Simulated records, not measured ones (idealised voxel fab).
This is a process module. Its name is voxel wiring stack.
Section shown: cut. Width: 260 nm. Cell size: 5 nm, square.
In this document a cross-section is written as a grid of square cells. It is given as a series of bands, listed from the top down, and a band is one or more rows of cells. Within each band entry, the heights of the top and of the bottom of the band appear first, in that order and in nm; the materials of the band then follow from left to right, each with its corresponding width in nm. The designation "full width" on a single material indicates that it fills the band from edge to edge; the designation "empty" indicates empty space. Heights are reckoned from 0. Under this level, the received wafer is all of one material. The bottommost band is open-ended downward, for example "from 0 down". Width spec "30..40" -> top row of cells at first value, bottom row at second value, equal per-row change in between. Where the words "no modifications" appear for a step, the cross-section shows no cell changed by that step; every cell remained as before. Under "Cavities, closed" you'll find the enclosed gaps, the ones with no way out to the top, that are 8 cells or bigger; each reads width x height at distance, with distance counted from the left edge, everything in nm. The remark found on a step's line after its settings is issued by the simulator itself and pertains to that step. "overlay nm", when on a step's line for a step with a mask, measures how far to the right of its planned place the mask lay; a negative measure means to the left.

Process steps - plan:
1: RECEIVE [material Si]
2: CONFORMAL_DEP [material SiO2] [thk nm 15]
3: CONFORMAL_DEP [material SiCN] [thk nm 5]
4: DIRECTIONAL_DEP [material lowk] [thk nm 20]
5: MASKED_ETCH [tone open] [mask id METAL_1] [width nm 25] [pitch nm 50] [etch materials lowk] [depth nm 20] [overlay nm 0]
6: MASKED_ETCH [tone open] [mask id METAL_1] [width nm 25] [pitch nm 50] [etch materials SiCN] [depth nm 5] [overlay nm 0]
7: CONFORMAL_DEP [material TiN] [thk nm 5]
8: FILL_DEP [material Cu] [thk nm 10]
9: CMP [height nm 40]
10: CONFORMAL_DEP [material SiCN] [thk nm 5]
11: DIRECTIONAL_DEP [material lowk] [thk nm 15]
12: MASKED_ETCH [tone open] [mask id PLUG_1] [width nm 15] [pitch nm 100] [etch materials lowk] [depth nm 15] [overlay nm 0]
13: MASKED_ETCH [tone open] [mask id PLUG_1] [width nm 15] [pitch nm 100] [etch materials SiCN] [depth nm 5] [overlay nm 0]
14: EPI [material Ru] [thk nm 10]
15: EPI [material Ru] [thk nm 10]
16: CONFORMAL_DEP [material SiCN] [thk nm 5]
17: DIRECTIONAL_DEP [material SiO2] [thk nm 25]
18: DIRECTIONAL_DEP [material aC] [thk nm 15]
19: PATTERN [tone open] [mask id METAL_2] [material resist] [width nm 25] [pitch nm 50] [thk nm 30] [overlay nm 0]
20: DIRECTIONAL_ETCH [etch materials aC] [depth nm 15]
21: STRIP [etch materials resist]
22: DIRECTIONAL_ETCH [etch materials SiO2] [depth nm 25]
23: DIRECTIONAL_ETCH [etch materials SiCN] [depth nm 5]
24: STRIP [etch materials aC]
25: CONFORMAL_DEP [material TiN] [thk nm 5]
26: FILL_DEP [material Cu] [thk nm 5]
27: CMP [height nm 90]
28: CONFORMAL_DEP [material SiCN] [thk nm 5]
29: DIRECTIONAL_DEP [material SiO2] [thk nm 15]
30: DIRECTIONAL_DEP [material aC] [thk nm 15]
31: PATTERN [tone open] [mask id PLUG_2] [material resist] [width nm 15] [pitch nm 50] [thk nm 30] [overlay nm 0]
32: DIRECTIONAL_ETCH [etch materials aC] [depth nm 15]
33: STRIP [etch materials resist]
34: DIRECTIONAL_ETCH [etch materials SiO2] [depth nm 15]
35: DIRECTIONAL_ETCH [etch materials SiCN] [depth nm 5]
36: STRIP [etch materials aC]
37: CONFORMAL_DEP [material TiN] [thk nm 5]
38: FILL_DEP [material Cu] [thk nm 10]
39: CMP [height nm 110]
40: DIRECTIONAL_DEP [material TiN] [thk nm 5]
41: DIRECTIONAL_DEP [material Ru] [thk nm 20]
42: PATTERN [tone cover] [mask id METAL_3] [material resist] [width nm 25] [pitch nm 50] [thk nm 15] [overlay nm 0]
43: DIRECTIONAL_ETCH [etch materials Ru] [depth nm 20]
44: DIRECTIONAL_ETCH [etch materials TiN] [depth nm 5]
45: STRIP [etch materials resist]
46: FILL_DEP [material lowk] [thk nm 5]
47: CMP [height nm 135]
48: CONFORMAL_DEP [material SiCN] [thk nm 5]
49: DIRECTIONAL_DEP [material lowk] [thk nm 20]
50: MASKED_ETCH [tone open] [mask id PLUG_3] [width nm 15] [pitch nm 50] [etch materials lowk] [depth nm 20] [overlay nm 0]
51: MASKED_ETCH [tone open] [mask id PLUG_3] [width nm 15] [pitch nm 50] [etch materials SiCN] [depth nm 5] [overlay nm 0]
52: EPI [material Ru] [thk nm 10]
53: EPI [material Ru] [thk nm 10]
54: EPI [material Ru] [thk nm 5]
55: CONFORMAL_DEP [material SiCN] [thk nm 5]
56: DIRECTIONAL_DEP [material lowk] [thk nm 15]
57: PATTERN [tone open] [mask id METAL_4] [material resist] [width nm 25] [pitch nm 50] [thk nm 15] [overlay nm 0]
58: DIRECTIONAL_ETCH [etch materials lowk] [depth nm 15]
59: DIRECTIONAL_ETCH [etch materials SiCN] [depth nm 5]
60: STRIP [etch materials resist]
61: CONFORMAL_DEP [material TiN] [thk nm 5]
62: FILL_DEP [material Ru] [thk nm 5]
63: CMP [height nm 180]
64: CONFORMAL_DEP [material SiCN] [thk nm 5]

Here's what the wafer looked like in cross-section when it arrived - that's after step 1:
  from 0 down: Si full width
  Cavities, closed: none

Wafer cross-section at module end: first of two, run to plan:
  from 185 to 180: SiCN full width
  from 180 to 165: 40 lowk, then 5 TiN, then 15 Ru, then 5 TiN, then 25 lowk, then 5 TiN, then 15 Ru, then 5 TiN, then 25 lowk, then 5 TiN, then 15 Ru, then 5 TiN, then 25 lowk, then 5 TiN, then 15 Ru, then 5 TiN, then 45 lowk
  from 165 to 160: 40 SiCN, then 25 TiN, then 25 SiCN, then 25 TiN, then 25 SiCN, then 25 TiN, then 25 SiCN, then 25 TiN, then 45 SiCN
  from 160 to 140: 40 lowk, then 15 Ru, then 35 lowk, then 15 Ru, then 35 lowk, then 15 Ru, then 35 lowk, then 15 Ru, then 55 lowk
  from 140 to 135: 40 SiCN, then 15 Ru, then 35 SiCN, then 15 Ru, then 35 SiCN, then 15 Ru, then 35 SiCN, then 15 Ru, then 55 SiCN
  from 135 to 115: 40 lowk, then 25 Ru, then 25 lowk, then 25 Ru, then 25 lowk, then 25 Ru, then 25 lowk, then 25 Ru, then 45 lowk
  from 115 to 110: 40 lowk, then 25 TiN, then 25 lowk, then 25 TiN, then 25 lowk, then 25 TiN, then 25 lowk, then 25 TiN, then 45 lowk
  from 110 to 95: 40 SiO2, then 5 TiN, then 5 Cu, then 5 TiN, then 35 SiO2, then 5 TiN, then 5 Cu, then 5 TiN, then 35 SiO2, then 5 TiN, then 5 Cu, then 5 TiN, then 35 SiO2, then 5 TiN, then 5 Cu, then 5 TiN, then 55 SiO2
  from 95 to 90: 40 SiCN, then 15 TiN, then 35 SiCN, then 15 TiN, then 35 SiCN, then 15 TiN, then 35 SiCN, then 15 TiN, then 55 SiCN
  from 90 to 65: 40 SiO2, then 5 TiN, then 15 Cu, then 5 TiN, then 25 SiO2, then 5 TiN, then 15 Cu, then 5 TiN, then 25 SiO2, then 5 TiN, then 15 Cu, then 5 TiN, then 25 SiO2, then 5 TiN, then 15 Cu, then 5 TiN, then 45 SiO2
  from 65 to 60: 40 SiCN, then 25 TiN, then 25 SiCN, then 25 TiN, then 25 SiCN, then 25 TiN, then 25 SiCN, then 25 TiN, then 45 SiCN
  from 60 to 45: 40 lowk, then 15 Ru, then 85 lowk, then 15 Ru, then 105 lowk
  from 45 to 40: 40 SiCN, then 15 Ru, then 85 SiCN, then 15 Ru, then 105 SiCN
  from 40 to 20: 40 lowk, then 5 TiN, then 15 Cu, then 5 TiN, then 25 lowk, then 5 TiN, then 15 Cu, then 5 TiN, then 25 lowk, then 5 TiN, then 15 Cu, then 5 TiN, then 25 lowk, then 5 TiN, then 15 Cu, then 5 TiN, then 45 lowk
  from 20 to 15: 40 SiCN, then 25 TiN, then 25 SiCN, then 25 TiN, then 25 SiCN, then 25 TiN, then 25 SiCN, then 25 TiN, then 45 SiCN
  from 15 to 0: SiO2 full width
  from 0 down: Si full width
  Cavities, closed: none

End of module, second wafer, cross-section. Started like the first, planned like the first, run with one mistake:
  from 185 to 180: SiCN full width
  from 180 to 165: 40 lowk, then 5 TiN, then 15 Ru, then 5 TiN, then 25 lowk, then 5 TiN, then 15 Ru, then 5 TiN, then 25 lowk, then 5 TiN, then 15 Ru, then 5 TiN, then 25 lowk, then 5 TiN, then 15 Ru, then 5 TiN, then 45 lowk
  from 165 to 160: 40 SiCN, then 25 TiN, then 25 SiCN, then 25 TiN, then 25 SiCN, then 25 TiN, then 25 SiCN, then 25 TiN, then 45 SiCN
  from 160 to 140: 40 lowk, then 15 Ru, then 35 lowk, then 15 Ru, then 35 lowk, then 15 Ru, then 35 lowk, then 15 Ru, then 55 lowk
  from 140 to 135: 40 SiCN, then 15 Ru, then 35 SiCN, then 15 Ru, then 35 SiCN, then 15 Ru, then 35 SiCN, then 15 Ru, then 55 SiCN
  from 135 to 115: 40 lowk, then 25 Ru, then 25 lowk, then 25 Ru, then 25 lowk, then 25 Ru, then 25 lowk, then 25 Ru, then 45 lowk
  from 115 to 110: 40 lowk, then 25 TiN, then 25 lowk, then 25 TiN, then 25 lowk, then 25 TiN, then 25 lowk, then 25 TiN, then 45 lowk
  from 110 to 95: 40 SiO2, then 5 TiN, then 5 Cu, then 5 TiN, then 35 SiO2, then 5 TiN, then 5 Cu, then 5 TiN, then 35 SiO2, then 5 TiN, then 5 Cu, then 5 TiN, then 35 SiO2, then 5 TiN, then 5 Cu, then 5 TiN, then 55 SiO2
  from 95 to 90: 40 SiCN, then 15 TiN, then 35 SiCN, then 15 TiN, then 35 SiCN, then 15 TiN, then 35 SiCN, then 15 TiN, then 55 SiCN
  from 90 to 75: 40 SiO2, then 5 TiN, then 15 Cu, then 5 TiN, then 25 SiO2, then 5 TiN, then 15 Cu, then 5 TiN, then 25 SiO2, then 5 TiN, then 15 Cu, then 5 TiN, then 25 SiO2, then 5 TiN, then 15 Cu, then 5 TiN, then 45 SiO2
  from 75 to 70: 25 SiO2, then 15 SiCN, then 25 TiN, then 5 SiCN, then 20 SiO2, then 5 TiN, then 15 Cu, then 5 TiN, then 10 SiO2, then 15 SiCN, then 25 TiN, then 5 SiCN, then 20 SiO2, then 5 TiN, then 15 Cu, then 5 TiN, then 45 SiO2
  from 70 to 65: 25 SiO2, then 5 SiCN, then 35 Ru, then 5 SiCN, then 20 SiO2, then 5 TiN, then 15 Cu, then 5 TiN, then 10 SiO2, then 5 SiCN, then 35 Ru, then 5 SiCN, then 20 SiO2, then 5 TiN, then 15 Cu, then 5 TiN, then 45 SiO2
  from 65 to 60: 30 SiCN, then 35 Ru, then 25 SiCN, then 25 TiN, then 15 SiCN, then 35 Ru, then 25 SiCN, then 25 TiN, then 45 SiCN
  from 60 to 45: 40 lowk, then 15 Ru, then 85 lowk, then 15 Ru, then 105 lowk
  from 45 to 40: 40 SiCN, then 15 Ru, then 85 SiCN, then 15 Ru, then 105 SiCN
  from 40 to 20: 40 lowk, then 5 TiN, then 15 Cu, then 5 TiN, then 25 lowk, then 5 TiN, then 15 Cu, then 5 TiN, then 25 lowk, then 5 TiN, then 15 Cu, then 5 TiN, then 25 lowk, then 5 TiN, then 15 Cu, then 5 TiN, then 45 lowk
  from 20 to 15: 40 SiCN, then 25 TiN, then 25 SiCN, then 25 TiN, then 25 SiCN, then 25 TiN, then 25 SiCN, then 25 TiN, then 45 SiCN
  from 15 to 0: SiO2 full width
  from 0 down: Si full width
  Cavities, closed: none
what went wrong: one of the matching steps 14 and 15 was carried out twice, and there is no way to identify which
Looking at both finished wafers in cells, the second ends up ahead of or behind the first on some materials: Cu -12, Ru +28, SiCN +8, SiO2 -16, TiN -8
